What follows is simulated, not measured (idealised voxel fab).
process module | voxel plated lines
cross-section cut | 180 nm wide | cells 5 nm
A cross-section is a grid of square cells, given in bands from the top down. A band is one or more rows of cells.
Each band's line starts with the height of the band's top and of its bottom, in nm. Then come its materials from left to right, each with its width in nm. One material with "throughout" fills the band from edge to edge. "air" is empty space.
Height 0 is the level under which the wafer as received is all one material. The lowest band goes on downwards, as in "0 down".
A width such as "30 to 40" changes by the same amount from each row of cells to the next, from the band's top row to its bottom row.
"no change" after a step means that no cell of the cross-section changed.
closed voids: empty space of 8 cells or more with no open way to the top, each as width x height at its distance from the left edge, in nm
after a step's settings: what the simulator itself notes on the step
overlay nm, on a step with a mask: how far to the right of its planned place the mask lay; to the left if negative
plan
1 op RECEIVE | material Si
2 op CONFORMAL_DEP | material SiN | thk nm 10
3 op DIRECTIONAL_DEP | material TiN | thk nm 5
4 op PATTERN | tone open | mask id LINES | material resist | width nm 15 | pitch nm 40 | thk nm 30 | overlay nm 0
5 op EPI | material Ru | thk nm 10
6 op EPI | material Ru | thk nm 10
7 op STRIP | etch materials resist
8 op DIRECTIONAL_ETCH | etch materials TiN | depth nm 5
9 op CONFORMAL_DEP | material SiCN | thk nm 10
as received, after step 1
  0 down: Si throughout
  closed voids: none
a wafer at the end: this start, this plan, one mistake
  50 to 40: air 10 | SiCN 35 | air 5 | SiCN 35 | air 5 | SiCN 35 | air 5 | SiCN 35 | air 15
  40 to 25: air 10 | SiCN 10 | Ru 15 | SiCN 10 | air 5 | SiCN 10 | Ru 15 | SiCN 10 | air 5 | SiCN 10 | Ru 15 | SiCN 10 | air 5 | SiCN 10 | Ru 15 | SiCN 10 | air 15
  25 to 20: SiCN 20 | Ru 15 | SiCN 25 | Ru 15 | SiCN 25 | Ru 15 | SiCN 25 | Ru 15 | SiCN 25
  20 to 15: SiCN 20 | TiN 15 | SiCN 25 | TiN 15 | SiCN 25 | TiN 15 | SiCN 25 | TiN 15 | SiCN 25
  15 to 0: SiN throughout
  0 down: Si throughout
  closed voids: none
what went wrong: step 2 ran as: op CONFORMAL_DEP | material SiN | thk nm 15
